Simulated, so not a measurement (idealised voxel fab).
Proc. module: voxel self aligned contacts
The figure presents cross-section cut, which has a width of 220 nm and is divided into square cells with an edge length of 5 nm.
In what follows, cross-sections appear as grids of square cells, described through bands that run from the top down, where every band is one or more rows of cells. A band entry consists of two parts. The first gives the height of the band's top and the height of its bottom, in nm. The rest lists the band's materials from left to right, each with its width in nm. A single material labelled with the word "all across" fills the band from edge to edge, and the word "air" marks empty space. The reference from which all heights are counted is 0, the level beneath which the as-received wafer is entirely one material; the lowest band, having no lower bound, proceeds downward and is written after the example "0 nm and below". A two-number width, for instance "30->40", indicates that the width is equal to the first number in the top row of the band and to the second number in the bottom row, and that it changes by a constant amount per row of cells. It should be understood that the words "no alteration", when stated for a given step, signify that the cross-section underwent no change in any of its cells during that step. This entry, "Fully enclosed voids", enumerates those empty regions of no fewer than 8 cells that possess no open connection to the top. Each region is reported in the form width x height at distance, the distance being taken from the left edge, with all three quantities expressed in nm. Note: text after step settings on the step line = simulator remark on that step. Steps that use a mask can have "overlay nm" on their line. It says how far the mask sat to the right of where it was meant to be. Negative means to the left.
Here's what the planned process steps look like
step 1: RECEIVE: material Si
step 2: OXIDIZE: depth nm 5
step 3: DIRECTIONAL_DEP: material polySi, thk nm 30
step 4: DIRECTIONAL_DEP: material SiN, thk nm 15
step 5: MASKED_ETCH: tone cover, mask id GATE, width nm 30, pitch nm 60, etch materials SiN, depth nm 15, overlay nm 0
step 6: MASKED_ETCH: tone cover, mask id GATE, width nm 30, pitch nm 60, etch materials polySi, depth nm 30, overlay nm 0
step 7: CONFORMAL_DEP: material SiN, thk nm 5
step 8: DIRECTIONAL_ETCH: etch materials SiN, depth nm 5
step 9: FILL_DEP: material SiO2, thk nm 15
step 10: CMP: height nm 55
step 11: PATTERN: tone open, mask id CONTACT, material resist, width nm 40, pitch nm 60, thk nm 20, overlay nm 0
step 12: DIRECTIONAL_ETCH: etch materials SiO2, depth nm 60
step 13: STRIP: etch materials resist
step 14: CONFORMAL_DEP: material TiN, thk nm 5
step 15: FILL_DEP: material W, thk nm 5
step 16: CMP: height nm 55
step 17: CONFORMAL_DEP: material SiN, thk nm 5
Step 1 complete: cross-section of the wafer as received
- 0 nm and below  Si all across
- Fully enclosed voids: none
Figure: cross-sectional view of the wafer upon completion of the module, processed from the initial state and according to the plan depicted above, with one error introduced during execution
- 60 nm to 55 nm  SiN all across
- 55 nm to 45 nm  60 nm SiO2, then 5->15 nm TiN, then 30->10 nm W, then 5->15 nm TiN, then 20 nm SiO2, then 5->15 nm TiN, then 30->10 nm W, then 5->15 nm TiN, then 60 nm SiO2
- 45 nm to 20 nm  30 nm SiO2, then 5 nm SiN, then 30 nm polySi, then 5 nm SiN, then 5 nm TiN, then 10 nm W, then 5 nm TiN, then 5 nm SiN, then 30 nm polySi, then 5 nm SiN, then 5 nm TiN, then 10 nm W, then 5 nm TiN, then 5 nm SiN, then 30 nm polySi, then 5 nm SiN, then 30 nm SiO2
- 20 nm to 15 nm  30 nm SiO2, then 5 nm SiN, then 30 nm polySi, then 5 nm SiN, then 20 nm TiN, then 5 nm SiN, then 30 nm polySi, then 5 nm SiN, then 20 nm TiN, then 5 nm SiN, then 30 nm polySi, then 5 nm SiN, then 30 nm SiO2
- 15 nm to 0 nm  polySi all across
- 0 nm to -5 nm  SiO2 all across
- -5 nm and below  Si all across
- Fully enclosed voids: none
Misprocessing identified: step 4 was not run as planned; what actually ran was DIRECTIONAL_DEP: material polySi, thk nm 15
